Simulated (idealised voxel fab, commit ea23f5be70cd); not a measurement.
The document below concerns the process module designated voxel transistor to metal.
FYI the section here is cut, 275 nm wide, cells are 5 nm squares.
When this document writes out a cross-section, it uses a grid of square cells and lists it as bands, beginning at the top and moving down, with a band standing for one or more rows of cells. For a band, the entry starts with two heights in nm, that of the top and then that of the bottom, and carries on with the band's materials in order from left to right, each alongside its width in nm; the word "all across" beside a single material means it fills the band edge to edge, and "empty" means empty space. Height is counted from the level 0, under which the received wafer is composed throughout of one material. The lowest of the bands is not closed at the bottom but continues downward, in the notation "0 -> down". When a width is written as two numbers, as in "30->40", the first number is the width in the top row of cells of the band and the second is the width in its bottom row, and the width changes by the same amount from each row to the next. "no alterations made" -> step changed no cross-section cell. Basically, "Closed void roster" tells you about the enclosed voids: empty spaces with no open way to the top, 8 cells or bigger, each written width x height at distance, where distance is from the left edge, all in nm. The remark found on a step's line after its settings is issued by the simulator itself and pertains to that step. overlay nm: how far to the right of its planned place the mask lay on this masked step (negative: to the left). Each pair of cross-sections that follows straddles one process step: the one shows the state before the step, the other the state after it, down to the lowest band that changed and no further. The step in question, and its settings, are given under the pair. Note that a pair is not necessarily a continuation of the pair above it, since pairs can come from different runs of this module on the same starting wafer; it is a continuation only where its entry headed "Structure before processing" says so.
## Structure before processing
    50 -> 35: SiO2 all across
    35 -> 30: SiCN all across
    30 -> 20: SiO2 (30)  TiN (5)  W (5)  TiN (5)  SiO2 (55)  TiN (5)  W (5)  TiN (5)  SiO2 (45)  TiN (5)  W (5)  TiN (5)  SiO2 (55)  TiN (5)  W (5)  TiN (5)  SiO2 (30)
    20 -> 5: SiO2 (30)  TiN (5)  W (5)  TiN (5)  SiO2 (10)  SiN (5)  HfO2 (5)  TiN (5)  W (5)  TiN (5)  HfO2 (5)  SiN (5)  SiO2 (10)  TiN (5)  W (5)  TiN (5)  SiO2 (45)  TiN (5)  W (5)  TiN (5)  SiO2 (10)  SiN (5)  HfO2 (5)  TiN (5)  W (5)  TiN (5)  HfO2 (5)  SiN (5)  SiO2 (10)  TiN (5)  W (5)  TiN (5)  SiO2 (30)
    5 -> 0: SiO2 (15)  SiN (5)  SiO2 (10)  TiN (15)  nSi (10)  SiN (5)  HfO2 (5)  TiN (15)  HfO2 (5)  SiN (5)  nSi (10)  TiN (15)  SiO2 (10)  SiN (5)  SiO2 (15)  SiN (5)  SiO2 (10)  TiN (15)  nSi (10)  SiN (5)  HfO2 (5)  TiN (15)  HfO2 (5)  SiN (5)  nSi (10)  TiN (15)  SiO2 (10)  SiN (5)  SiO2 (15)
    0 -> -5: SiO2 (20)  nSi (35)  HfO2 (35)  nSi (35)  SiO2 (25)  nSi (35)  HfO2 (35)  nSi (35)  SiO2 (20)
    -5 -> -10: SiO2 (20)  nSi (35)  Si (35)  nSi (35)  SiO2 (25)  nSi (35)  Si (35)  nSi (35)  SiO2 (20)
    -10 -> -50: SiO2 (20)  Si (105)  SiO2 (25)  Si (105)  SiO2 (20)
    -50 -> down: Si all across
    Closed void roster: none
## Cross-Section After Step
    65 -> 50: aC all across
    All layers under 50 are left as they were.
    Closed void roster: none
Can you say which step sits between the two cross-sections above? DIRECTIONAL_DEP: material aC, thk nm 15
Structure before processing: the after view from the pair directly above serves as the before view here.
## Cross-Section After Step
    100 -> 65: resist (30)  empty (15)  resist (55)  empty (15)  resist (45)  empty (15)  resist (55)  empty (15)  resist (30)
    All layers under 65 are left as they were.
    Closed void roster: none
Can you say which step sits between the two cross-sections above? PATTERN: tone open, mask id METAL_1, material resist, width nm 15, thk nm 35, overlay nm 0
Structure before processing: the after view from the pair directly above serves as the before view here.
## Cross-Section After Step
    85 -> 65: resist (30)  empty (15)  resist (55)  empty (15)  resist (45)  empty (15)  resist (55)  empty (15)  resist (30)
    65 -> 50: aC (30)  empty (15)  aC (55)  empty (15)  aC (45)  empty (15)  aC (55)  empty (15)  aC (30)
    All layers under 50 are left as they were.
    Closed void roster: none
Can you say which step sits between the two cross-sections above? DIRECTIONAL_ETCH: etch materials aC, depth nm 15
Structure before processing: the after view from the pair directly above serves as the before view here.
## Cross-Section After Step
    65 -> 50: aC (30)  empty (15)  aC (55)  empty (15)  aC (45)  empty (15)  aC (55)  empty (15)  aC (30)
    All layers under 50 are left as they were.
    Closed void roster: none
Can you say which step sits between the two cross-sections above? STRIP: etch materials resist
Structure before processing: the after view from the pair directly above serves as the before view here.
## Cross-Section After Step
    65 -> 50: aC (30)  empty (15)  aC (55)  empty (15)  aC (45)  empty (15)  aC (55)  empty (15)  aC (30)
    50 -> 35: SiO2 (30)  empty (15)  SiO2 (55)  empty (15)  SiO2 (45)  empty (15)  SiO2 (55)  empty (15)  SiO2 (30)
    All layers under 35 are left as they were.
    Closed void roster: none
Can you say which step sits between the two cross-sections above? DIRECTIONAL_ETCH: etch materials SiO2, depth nm 15
Structure before processing: the after view from the pair directly above serves as the before view here.
## Cross-Section After Step
    65 -> 50: aC (30)  empty (15)  aC (55)  empty (15)  aC (45)  empty (15)  aC (55)  empty (15)  aC (30)
    50 -> 35: SiO2 (30)  empty (15)  SiO2 (55)  empty (15)  SiO2 (45)  empty (15)  SiO2 (55)  empty (15)  SiO2 (30)
    35 -> 30: SiCN (30)  empty (15)  SiCN (55)  empty (15)  SiCN (45)  empty (15)  SiCN (55)  empty (15)  SiCN (30)
    All layers under 30 are left as they were.
    Closed void roster: none
Can you say which step sits between the two cross-sections above? DIRECTIONAL_ETCH: etch materials SiCN, depth nm 5
Structure before processing: the after view from the pair directly above serves as the before view here.
## Cross-Section After Step
    50 -> 35: SiO2 (30)  empty (15)  SiO2 (55)  empty (15)  SiO2 (45)  empty (15)  SiO2 (55)  empty (15)  SiO2 (30)
    All layers under 35 are left as they were.
    Closed void roster: none
Can you say which step sits between the two cross-sections above? STRIP: etch materials aC
Structure before processing: the after view from the pair directly above serves as the before view here.
## Cross-Section After Step
    55 -> 50: TiN (35)  empty (5)  TiN (65)  empty (5)  TiN (55)  empty (5)  TiN (65)  empty (5)  TiN (35)
    50 -> 35: SiO2 (30)  TiN (5)  empty (5)  TiN (5)  SiO2 (55)  TiN (5)  empty (5)  TiN (5)  SiO2 (45)  TiN (5)  empty (5)  TiN (5)  SiO2 (55)  TiN (5)  empty (5)  TiN (5)  SiO2 (30)
    35 -> 30: SiCN (30)  TiN (15)  SiCN (55)  TiN (15)  SiCN (45)  TiN (15)  SiCN (55)  TiN (15)  SiCN (30)
    All layers under 30 are left as they were.
    Closed void roster: none
Can you say which step sits between the two cross-sections above? CONFORMAL_DEP: material TiN, thk nm 5
Structure before processing: the after view from the pair directly above serves as the before view here.
## Cross-Section After Step
    60 -> 55: W all across
    55 -> 50: TiN (35)  W (5)  TiN (65)  W (5)  TiN (55)  W (5)  TiN (65)  W (5)  TiN (35)
    50 -> 35: SiO2 (30)  TiN (5)  W (5)  TiN (5)  SiO2 (55)  TiN (5)  W (5)  TiN (5)  SiO2 (45)  TiN (5)  W (5)  TiN (5)  SiO2 (55)  TiN (5)  W (5)  TiN (5)  SiO2 (30)
    All layers under 35 are left as they were.
    Closed void roster: none
Can you say which step sits between the two cross-sections above? FILL_DEP: material W, thk nm 5
Structure before processing: the after view from the pair directly above serves as the before view here.
## Cross-Section After Step
    50 -> 35: SiO2 (30)  TiN (5)  W (5)  TiN (5)  SiO2 (55)  TiN (5)  W (5)  TiN (5)  SiO2 (45)  TiN (5)  W (5)  TiN (5)  SiO2 (55)  TiN (5)  W (5)  TiN (5)  SiO2 (30)
    All layers under 35 are left as they were.
    Closed void roster: none
Can you say which step sits between the two cross-sections above? CMP: height nm 50
Structure before processing: the after view from the pair directly above serves as the before view here.
## Cross-Section After Step
    55 -> 50: empty (25)  Ru (25)  empty (45)  Ru (25)  empty (35)  Ru (25)  empty (45)  Ru (25)  empty (25)
    All layers under 50 are left as they were.
    Closed void roster: none
Can you say which step sits between the two cross-sections above? EPI: material Ru, thk nm 5
Structure before processing: the after view from the pair directly above serves as the before view here.
## Cross-Section After Step
    60 -> 55: SiCN all across
    55 -> 50: SiCN (25)  Ru (25)  SiCN (45)  Ru (25)  SiCN (35)  Ru (25)  SiCN (45)  Ru (25)  SiCN (25)
    All layers under 50 are left as they were.
    Closed void roster: none
Can you say which step sits between the two cross-sections above? FILL_DEP: material SiCN, thk nm 5
## Structure before processing
    20 -> 10: empty (20)  SiN (105)  empty (25)  SiN (105)  empty (20)
    10 -> 5: SiO2 (20)  SiN (105)  SiO2 (25)  SiN (105)  SiO2 (20)
    5 -> 0: SiO2 all across
    0 -> -25: SiO2 (20)  Si (105)  SiO2 (25)  Si (105)  SiO2 (20)
    -25 -> down: Si all across
    Closed void roster: none
## Cross-Section After Step
    20 -> 5: empty (20)  SiN (105)  empty (25)  SiN (105)  empty (20)
    All layers under 5 are left as they were.
    Closed void roster: none
Can you say which step sits between the two cross-sections above? SELECTIVE_ETCH: etch materials SiO2, depth nm 5
Structure before processing: the after view from the pair directly above serves as the before view here.
## Cross-Section After Step
    5 -> 0: SiO2 all across
    All layers under 0 are left as they were.
    Closed void roster: none
Can you say which step sits between the two cross-sections above? STRIP: etch materials SiN
Structure before processing: the after view from the pair directly above serves as the before view here.
## Cross-Section After Step
    30 -> 5: polySi all across
    All layers under 5 are left as they were.
    Closed void roster: none
Can you say which step sits between the two cross-sections above? DIRECTIONAL_DEP: material polySi, thk nm 25
Structure before processing: the after view from the pair directly above serves as the before view here.
## Cross-Section After Step
    40 -> 30: SiCN all across
    All layers under 30 are left as they were.
    Closed void roster: none
Can you say which step sits between the two cross-sections above? DIRECTIONAL_DEP: material SiCN, thk nm 10
Structure before processing: the after view from the pair directly above serves as the before view here.
## Cross-Section After Step
    60 -> 40: empty (60)  resist (25)  empty (105)  resist (25)  empty (60)
    All layers under 40 are left as they were.
    Closed void roster: none
Can you say which step sits between the two cross-sections above? PATTERN: tone cover, mask id GATE, material resist, width nm 25, pitch nm 130, thk nm 20, overlay nm 0
Structure before processing: the after view from the pair directly above serves as the before view here.
## Cross-Section After Step
    60 -> 40: empty (60)  resist (25)  empty (105)  resist (25)  empty (60)
    40 -> 30: empty (60)  SiCN (25)  empty (105)  SiCN (25)  empty (60)
    All layers under 30 are left as they were.
    Closed void roster: none
Can you say which step sits between the two cross-sections above? DIRECTIONAL_ETCH: etch materials SiCN, depth nm 20
Structure before processing: the after view from the pair directly above serves as the before view here.
## Cross-Section After Step
    60 -> 40: empty (60)  resist (25)  empty (105)  resist (25)  empty (60)
    40 -> 30: empty (60)  SiCN (25)  empty (105)  SiCN (25)  empty (60)
    30 -> 5: empty (60)  polySi (25)  empty (105)  polySi (25)  empty (60)
    All layers under 5 are left as they were.
    Closed void roster: none
Can you say which step sits between the two cross-sections above? DIRECTIONAL_ETCH: etch materials polySi, depth nm 35
Structure before processing: the after view from the pair directly above serves as the before view here.
## Cross-Section After Step
    40 -> 30: empty (60)  SiCN (25)  empty (105)  SiCN (25)  empty (60)
    All layers under 30 are left as they were.
    Closed void roster: none
Can you say which step sits between the two cross-sections above? STRIP: etch materials resist
Structure before processing: the after view from the pair directly above serves as the before view here.
## Cross-Section After Step
    45 -> 40: empty (55)  SiN (35)  empty (95)  SiN (35)  empty (55)
    40 -> 30: empty (55)  SiN (5)  SiCN (25)  SiN (5)  empty (95)  SiN (5)  SiCN (25)  SiN (5)  empty (55)
    30 -> 10: empty (55)  SiN (5)  polySi (25)  SiN (5)  empty (95)  SiN (5)  polySi (25)  SiN (5)  empty (55)
    10 -> 5: SiN (60)  polySi (25)  SiN (105)  polySi (25)  SiN (60)
    All layers under 5 are left as they were.
    Closed void roster: none
Can you say which step sits between the two cross-sections above? CONFORMAL_DEP: material SiN, thk nm 5
Structure before processing: the after view from the pair directly above serves as the before view here.
## Cross-Section After Step
    40 -> 30: empty (55)  SiN (5)  SiCN (25)  SiN (5)  empty (95)  SiN (5)  SiCN (25)  SiN (5)  empty (55)
    30 -> 5: empty (55)  SiN (5)  polySi (25)  SiN (5)  empty (95)  SiN (5)  polySi (25)  SiN (5)  empty (55)
    All layers under 5 are left as they were.
    Closed void roster: none
Can you say which step sits between the two cross-sections above? DIRECTIONAL_ETCH: etch materials SiN, depth nm 5
Structure before processing: the after view from the pair directly above serves as the before view here.
## Cross-Section After Step
    40 -> 30: empty (55)  SiN (5)  SiCN (25)  SiN (5)  empty (95)  SiN (5)  SiCN (25)  SiN (5)  empty (55)
    30 -> 5: empty (55)  SiN (5)  polySi (25)  SiN (5)  empty (95)  SiN (5)  polySi (25)  SiN (5)  empty (55)
    5 -> 0: empty (55)  SiO2 (35)  empty (95)  SiO2 (35)  empty (55)
    All layers under 0 are left as they were.
    Closed void roster: none
Can you say which step sits between the two cross-sections above? DIRECTIONAL_ETCH: etch materials SiO2, depth nm 5
Structure before processing: the after view from the pair directly above serves as the before view here.
## Cross-Section After Step
    40 -> 30: empty (55)  SiN (5)  SiCN (25)  SiN (5)  empty (95)  SiN (5)  SiCN (25)  SiN (5)  empty (55)
    30 -> 5: empty (55)  SiN (5)  polySi (25)  SiN (5)  empty (95)  SiN (5)  polySi (25)  SiN (5)  empty (55)
    5 -> 0: empty (55)  SiO2 (35)  empty (95)  SiO2 (35)  empty (55)
    0 -> -5: SiO2 (20)  empty (35)  Si (35)  empty (35)  SiO2 (25)  empty (35)  Si (35)  empty (35)  SiO2 (20)
    All layers under -5 are left as they were.
    Closed void roster: none
Can you say which step sits between the two cross-sections above? DIRECTIONAL_ETCH: etch materials Si, depth nm 5
Structure before processing: the after view from the pair directly above serves as the before view here.
## Cross-Section After Step
    40 -> 30: empty (55)  SiN (5)  SiCN (25)  SiN (5)  empty (95)  SiN (5)  SiCN (25)  SiN (5)  empty (55)
    30 -> 10: empty (55)  SiN (5)  polySi (25)  SiN (5)  empty (95)  SiN (5)  polySi (25)  SiN (5)  empty (55)
    10 -> 5: empty (45)  nSi (10)  SiN (5)  polySi (25)  SiN (5)  nSi (10)  empty (75)  nSi (10)  SiN (5)  polySi (25)  SiN (5)  nSi (10)  empty (45)
    5 -> 0: empty (15)  nSi (40)  SiO2 (35)  nSi (40)  empty (15)  nSi (40)  SiO2 (35)  nSi (40)  empty (15)
    0 -> -5: SiO2 (20)  nSi (35)  Si (35)  nSi (35)  SiO2 (25)  nSi (35)  Si (35)  nSi (35)  SiO2 (20)
    All layers under -5 are left as they were.
    Closed void roster: none
Can you say which step sits between the two cross-sections above? EPI: material nSi, thk nm 10
Structure before processing: the after view from the pair directly above serves as the before view here.
## Cross-Section After Step
    50 -> 40: SiO2 all across
    40 -> 30: SiO2 (55)  SiN (5)  SiCN (25)  SiN (5)  SiO2 (95)  SiN (5)  SiCN (25)  SiN (5)  SiO2 (55)
    30 -> 10: SiO2 (55)  SiN (5)  polySi (25)  SiN (5)  SiO2 (95)  SiN (5)  polySi (25)  SiN (5)  SiO2 (55)
    10 -> 5: SiO2 (45)  nSi (10)  SiN (5)  polySi (25)  SiN (5)  nSi (10)  SiO2 (75)  nSi (10)  SiN (5)  polySi (25)  SiN (5)  nSi (10)  SiO2 (45)
    5 -> 0: SiO2 (15)  nSi (40)  SiO2 (35)  nSi (40)  SiO2 (15)  nSi (40)  SiO2 (35)  nSi (40)  SiO2 (15)
    All layers under 0 are left as they were.
    Closed void roster: none
Can you say which step sits between the two cross-sections above? FILL_DEP: material SiO2, thk nm 10
Structure before processing: the after view from the pair directly above serves as the before view here.
## Cross-Section After Step
    25 -> 10: SiO2 (55)  SiN (5)  polySi (25)  SiN (5)  SiO2 (95)  SiN (5)  polySi (25)  SiN (5)  SiO2 (55)
    All layers under 10 are left as they were.
    Closed void roster: none
Can you say which step sits between the two cross-sections above? CMP: height nm 25
Structure before processing: the after view from the pair directly above serves as the before view here.
## Cross-Section After Step
    25 -> 10: SiO2 (55)  SiN (5)  empty (25)  SiN (5)  SiO2 (95)  SiN (5)  empty (25)  SiN (5)  SiO2 (55)
    10 -> 5: SiO2 (45)  nSi (10)  SiN (5)  empty (25)  SiN (5)  nSi (10)  SiO2 (75)  nSi (10)  SiN (5)  empty (25)  SiN (5)  nSi (10)  SiO2 (45)
    All layers under 5 are left as they were.
    Closed void roster: none
Can you say which step sits between the two cross-sections above? STRIP: etch materials polySi
Structure before processing: the after view from the pair directly above serves as the before view here.
## Cross-Section After Step
    25 -> 20: empty (55)  SiN (5)  empty (25)  SiN (5)  empty (95)  SiN (5)  empty (25)  SiN (5)  empty (55)
    20 -> 10: SiO2 (55)  SiN (5)  empty (25)  SiN (5)  SiO2 (95)  SiN (5)  empty (25)  SiN (5)  SiO2 (55)
    10 -> 5: SiO2 (45)  nSi (10)  SiN (5)  empty (25)  SiN (5)  nSi (10)  SiO2 (75)  nSi (10)  SiN (5)  empty (25)  SiN (5)  nSi (10)  SiO2 (45)
    5 -> 0: SiO2 (15)  nSi (40)  empty (35)  nSi (40)  SiO2 (15)  nSi (40)  empty (35)  nSi (40)  SiO2 (15)
    All layers under 0 are left as they were.
    Closed void roster: none
Can you say which step sits between the two cross-sections above? SELECTIVE_ETCH: etch materials SiO2, depth nm 5
Structure before processing: the after view from the pair directly above serves as the before view here.
## Cross-Section After Step
    30 -> 25: empty (50)  HfO2 (15)  empty (15)  HfO2 (15)  empty (85)  HfO2 (15)  empty (15)  HfO2 (15)  empty (50)
    25 -> 20: HfO2 (55)  SiN (5)  HfO2 (5)  empty (15)  HfO2 (5)  SiN (5)  HfO2 (95)  SiN (5)  HfO2 (5)  empty (15)  HfO2 (5)  SiN (5)  HfO2 (55)
    20 -> 10: SiO2 (55)  SiN (5)  HfO2 (5)  empty (15)  HfO2 (5)  SiN (5)  SiO2 (95)  SiN (5)  HfO2 (5)  empty (15)  HfO2 (5)  SiN (5)  SiO2 (55)
    10 -> 5: SiO2 (45)  nSi (10)  SiN (5)  HfO2 (5)  empty (15)  HfO2 (5)  SiN (5)  nSi (10)  SiO2 (75)  nSi (10)  SiN (5)  HfO2 (5)  empty (15)  HfO2 (5)  SiN (5)  nSi (10)  SiO2 (45)
    5 -> 0: SiO2 (15)  nSi (40)  HfO2 (35)  nSi (40)  SiO2 (15)  nSi (40)  HfO2 (35)  nSi (40)  SiO2 (15)
    All layers under 0 are left as they were.
    Closed void roster: none
Can you say which step sits between the two cross-sections above? CONFORMAL_DEP: material HfO2, thk nm 5
Structure before processing: the after view from the pair directly above serves as the before view here.
## Cross-Section After Step
    35 -> 30: empty (45)  TiN (25)  empty (5)  TiN (25)  empty (75)  TiN (25)  empty (5)  TiN (25)  empty (45)
    30 -> 25: TiN (50)  HfO2 (15)  TiN (5)  empty (5)  TiN (5)  HfO2 (15)  TiN (85)  HfO2 (15)  TiN (5)  empty (5)  TiN (5)  HfO2 (15)  TiN (50)
    25 -> 20: HfO2 (55)  SiN (5)  HfO2 (5)  TiN (5)  empty (5)  TiN (5)  HfO2 (5)  SiN (5)  HfO2 (95)  SiN (5)  HfO2 (5)  TiN (5)  empty (5)  TiN (5)  HfO2 (5)  SiN (5)  HfO2 (55)
    20 -> 10: SiO2 (55)  SiN (5)  HfO2 (5)  TiN (5)  empty (5)  TiN (5)  HfO2 (5)  SiN (5)  SiO2 (95)  SiN (5)  HfO2 (5)  TiN (5)  empty (5)  TiN (5)  HfO2 (5)  SiN (5)  SiO2 (55)
    10 -> 5: SiO2 (45)  nSi (10)  SiN (5)  HfO2 (5)  TiN (15)  HfO2 (5)  SiN (5)  nSi (10)  SiO2 (75)  nSi (10)  SiN (5)  HfO2 (5)  TiN (15)  HfO2 (5)  SiN (5)  nSi (10)  SiO2 (45)
    All layers under 5 are left as they were.
    Closed void roster: none
Can you say which step sits between the two cross-sections above? CONFORMAL_DEP: material TiN, thk nm 5
Structure before processing: the after view from the pair directly above serves as the before view here.
## Cross-Section After Step
    40 -> 35: W all across
    35 -> 30: W (45)  TiN (25)  W (5)  TiN (25)  W (75)  TiN (25)  W (5)  TiN (25)  W (45)
    30 -> 25: TiN (50)  HfO2 (15)  TiN (5)  W (5)  TiN (5)  HfO2 (15)  TiN (85)  HfO2 (15)  TiN (5)  W (5)  TiN (5)  HfO2 (15)  TiN (50)
    25 -> 20: HfO2 (55)  SiN (5)  HfO2 (5)  TiN (5)  W (5)  TiN (5)  HfO2 (5)  SiN (5)  HfO2 (95)  SiN (5)  HfO2 (5)  TiN (5)  W (5)  TiN (5)  HfO2 (5)  SiN (5)  HfO2 (55)
    20 -> 10: SiO2 (55)  SiN (5)  HfO2 (5)  TiN (5)  W (5)  TiN (5)  HfO2 (5)  SiN (5)  SiO2 (95)  SiN (5)  HfO2 (5)  TiN (5)  W (5)  TiN (5)  HfO2 (5)  SiN (5)  SiO2 (55)
    All layers under 10 are left as they were.
    Closed void roster: none
Can you say which step sits between the two cross-sections above? FILL_DEP: material W, thk nm 5
Structure before processing: the after view from the pair directly above serves as the before view here.
## Cross-Section After Step
    20 -> 10: SiO2 (55)  SiN (5)  HfO2 (5)  TiN (5)  W (5)  TiN (5)  HfO2 (5)  SiN (5)  SiO2 (95)  SiN (5)  HfO2 (5)  TiN (5)  W (5)  TiN (5)  HfO2 (5)  SiN (5)  SiO2 (55)
    All layers under 10 are left as they were.
    Closed void roster: none
Can you say which step sits between the two cross-sections above? CMP: height nm 20
Structure before processing: the after view from the pair directly above serves as the before view here.
## Cross-Section After Step
    30 -> 20: SiO2 all across
    All layers under 20 are left as they were.
    Closed void roster: none
Can you say which step sits between the two cross-sections above? DIRECTIONAL_DEP: material SiO2, thk nm 10
Structure before processing: the after view from the pair directly above serves as the before view here.
## Cross-Section After Step
    45 -> 30: resist (30)  empty (15)  resist (55)  empty (15)  resist (45)  empty (15)  resist (55)  empty (15)  resist (30)
    All layers under 30 are left as they were.
    Closed void roster: none
Can you say which step sits between the two cross-sections above? PATTERN: tone open, mask id CONTACT, material resist, width nm 15, thk nm 15, overlay nm 0
Structure before processing: the after view from the pair directly above serves as the before view here.
## Cross-Section After Step
    45 -> 30: resist (30)  empty (15)  resist (55)  empty (15)  resist (45)  empty (15)  resist (55)  empty (15)  resist (30)
    30 -> 20: SiO2 (30)  empty (15)  SiO2 (55)  empty (15)  SiO2 (45)  empty (15)  SiO2 (55)  empty (15)  SiO2 (30)
    20 -> 10: SiO2 (30)  empty (15)  SiO2 (10)  SiN (5)  HfO2 (5)  TiN (5)  W (5)  TiN (5)  HfO2 (5)  SiN (5)  SiO2 (10)  empty (15)  SiO2 (45)  empty (15)  SiO2 (10)  SiN (5)  HfO2 (5)  TiN (5)  W (5)  TiN (5)  HfO2 (5)  SiN (5)  SiO2 (10)  empty (15)  SiO2 (30)
    10 -> 5: SiO2 (30)  empty (15)  nSi (10)  SiN (5)  HfO2 (5)  TiN (15)  HfO2 (5)  SiN (5)  nSi (10)  empty (15)  SiO2 (45)  empty (15)  nSi (10)  SiN (5)  HfO2 (5)  TiN (15)  HfO2 (5)  SiN (5)  nSi (10)  empty (15)  SiO2 (30)
    All layers under 5 are left as they were.
    Closed void roster: none
Can you say which step sits between the two cross-sections above? DIRECTIONAL_ETCH: etch materials SiO2, depth nm 30
Structure before processing: the after view from the pair directly above serves as the before view here.
## Cross-Section After Step
    30 -> 20: SiO2 (30)  empty (15)  SiO2 (55)  empty (15)  SiO2 (45)  empty (15)  SiO2 (55)  empty (15)  SiO2 (30)
    All layers under 20 are left as they were.
    Closed void roster: none
Can you say which step sits between the two cross-sections above? STRIP: etch materials resist
Structure before processing: the after view from the pair directly above serves as the before view here.
## Cross-Section After Step
    35 -> 30: TiN (35)  empty (5)  TiN (65)  empty (5)  TiN (55)  empty (5)  TiN (65)  empty (5)  TiN (35)
    30 -> 20: SiO2 (30)  TiN (5)  empty (5)  TiN (5)  SiO2 (55)  TiN (5)  empty (5)  TiN (5)  SiO2 (45)  TiN (5)  empty (5)  TiN (5)  SiO2 (55)  TiN (5)  empty (5)  TiN (5)  SiO2 (30)
    20 -> 10: SiO2 (30)  TiN (5)  empty (5)  TiN (5)  SiO2 (10)  SiN (5)  HfO2 (5)  TiN (5)  W (5)  TiN (5)  HfO2 (5)  SiN (5)  SiO2 (10)  TiN (5)  empty (5)  TiN (5)  SiO2 (45)  TiN (5)  empty (5)  TiN (5)  SiO2 (10)  SiN (5)  HfO2 (5)  TiN (5)  W (5)  TiN (5)  HfO2 (5)  SiN (5)  SiO2 (10)  TiN (5)  empty (5)  TiN (5)  SiO2 (30)
    10 -> 5: SiO2 (30)  TiN (15)  nSi (10)  SiN (5)  HfO2 (5)  TiN (15)  HfO2 (5)  SiN (5)  nSi (10)  TiN (15)  SiO2 (45)  TiN (15)  nSi (10)  SiN (5)  HfO2 (5)  TiN (15)  HfO2 (5)  SiN (5)  nSi (10)  TiN (15)  SiO2 (30)
    All layers under 5 are left as they were.
    Closed void roster: none
Can you say which step sits between the two cross-sections above? CONFORMAL_DEP: material TiN, thk nm 5
Structure before processing: the after view from the pair directly above serves as the before view here.
## Cross-Section After Step
    40 -> 35: W all across
    35 -> 30: TiN (35)  W (5)  TiN (65)  W (5)  TiN (55)  W (5)  TiN (65)  W (5)  TiN (35)
    30 -> 20: SiO2 (30)  TiN (5)  W (5)  TiN (5)  SiO2 (55)  TiN (5)  W (5)  TiN (5)  SiO2 (45)  TiN (5)  W (5)  TiN (5)  SiO2 (55)  TiN (5)  W (5)  TiN (5)  SiO2 (30)
    20 -> 10: SiO2 (30)  TiN (5)  W (5)  TiN (5)  SiO2 (10)  SiN (5)  HfO2 (5)  TiN (5)  W (5)  TiN (5)  HfO2 (5)  SiN (5)  SiO2 (10)  TiN (5)  W (5)  TiN (5)  SiO2 (45)  TiN (5)  W (5)  TiN (5)  SiO2 (10)  SiN (5)  HfO2 (5)  TiN (5)  W (5)  TiN (5)  HfO2 (5)  SiN (5)  SiO2 (10)  TiN (5)  W (5)  TiN (5)  SiO2 (30)
    All layers under 10 are left as they were.
    Closed void roster: none
Can you say which step sits between the two cross-sections above? FILL_DEP: material W, thk nm 5
Structure before processing: the after view from the pair directly above serves as the before view here.
## Cross-Section After Step
    30 -> 20: SiO2 (30)  TiN (5)  W (5)  TiN (5)  SiO2 (55)  TiN (5)  W (5)  TiN (5)  SiO2 (45)  TiN (5)  W (5)  TiN (5)  SiO2 (55)  TiN (5)  W (5)  TiN (5)  SiO2 (30)
    All layers under 20 are left as they were.
    Closed void roster: none
Can you say which step sits between the two cross-sections above? CMP: height nm 30
Structure before processing: the after view from the pair directly above serves as the before view here.
## Cross-Section After Step
    35 -> 30: SiCN all across
    All layers under 30 are left as they were.
    Closed void roster: none
Can you say which step sits between the two cross-sections above? CONFORMAL_DEP: material SiCN, thk nm 5
Structure before processing: the after view from the pair directly above serves as the before view here.
## Cross-Section After Step
    50 -> 35: SiO2 all across
    All layers under 35 are left as they were.
    Closed void roster: none
Can you say which step sits between the two cross-sections above? DIRECTIONAL_DEP: material SiO2, thk nm 15
Structure before processing: the after view from the pair directly above serves as the before view here.
## Cross-Section After Step
    65 -> 50: aC all across
    All layers under 50 are left as they were.
    Closed void roster: none
Can you say which step sits between the two cross-sections above? DIRECTIONAL_DEP: material aC, thk nm 15
Structure before processing: the after view from the pair directly above serves as the before view here.
## Cross-Section After Step
    100 -> 65: resist (30)  empty (15)  resist (55)  empty (15)  resist (45)  empty (15)  resist (55)  empty (15)  resist (30)
    All layers under 65 are left as they were.
    Closed void roster: none
Can you say which step sits between the two cross-sections above? PATTERN: tone open, mask id METAL_1, material resist, width nm 15, thk nm 35, overlay nm 0
Structure before processing: the after view from the pair directly above serves as the before view here.
## Cross-Section After Step
    85 -> 65: resist (30)  empty (15)  resist (55)  empty (15)  resist (45)  empty (15)  resist (55)  empty (15)  resist (30)
    65 -> 50: aC (30)  empty (15)  aC (55)  empty (15)  aC (45)  empty (15)  aC (55)  empty (15)  aC (30)
    All layers under 50 are left as they were.
    Closed void roster: none
Can you say which step sits between the two cross-sections above? DIRECTIONAL_ETCH: etch materials aC, depth nm 15
Structure before processing: the after view from the pair directly above serves as the before view here.
## Cross-Section After Step
    65 -> 50: aC (30)  empty (15)  aC (55)  empty (15)  aC (45)  empty (15)  aC (55)  empty (15)  aC (30)
    All layers under 50 are left as they were.
    Closed void roster: none
Can you say which step sits between the two cross-sections above? STRIP: etch materials resist
Structure before processing: the after view from the pair directly above serves as the before view here.
## Cross-Section After Step
    65 -> 50: aC (30)  empty (15)  aC (55)  empty (15)  aC (45)  empty (15)  aC (55)  empty (15)  aC (30)
    50 -> 35: SiO2 (30)  empty (15)  SiO2 (55)  empty (15)  SiO2 (45)  empty (15)  SiO2 (55)  empty (15)  SiO2 (30)
    All layers under 35 are left as they were.
    Closed void roster: none
Can you say which step sits between the two cross-sections above? DIRECTIONAL_ETCH: etch materials SiO2, depth nm 15
Structure before processing: the after view from the pair directly above serves as the before view here.
## Cross-Section After Step
    65 -> 50: aC (30)  empty (15)  aC (55)  empty (15)  aC (45)  empty (15)  aC (55)  empty (15)  aC (30)
    50 -> 35: SiO2 (30)  empty (15)  SiO2 (55)  empty (15)  SiO2 (45)  empty (15)  SiO2 (55)  empty (15)  SiO2 (30)
    35 -> 30: SiCN (30)  empty (15)  SiCN (55)  empty (15)  SiCN (45)  empty (15)  SiCN (55)  empty (15)  SiCN (30)
    All layers under 30 are left as they were.
    Closed void roster: none
Can you say which step sits between the two cross-sections above? DIRECTIONAL_ETCH: etch materials SiCN, depth nm 5
Structure before processing: the after view from the pair directly above serves as the before view here.
## Cross-Section After Step
    50 -> 35: SiO2 (30)  empty (15)  SiO2 (55)  empty (15)  SiO2 (45)  empty (15)  SiO2 (55)  empty (15)  SiO2 (30)
    All layers under 35 are left as they were.
    Closed void roster: none
Can you say which step sits between the two cross-sections above? STRIP: etch materials aC
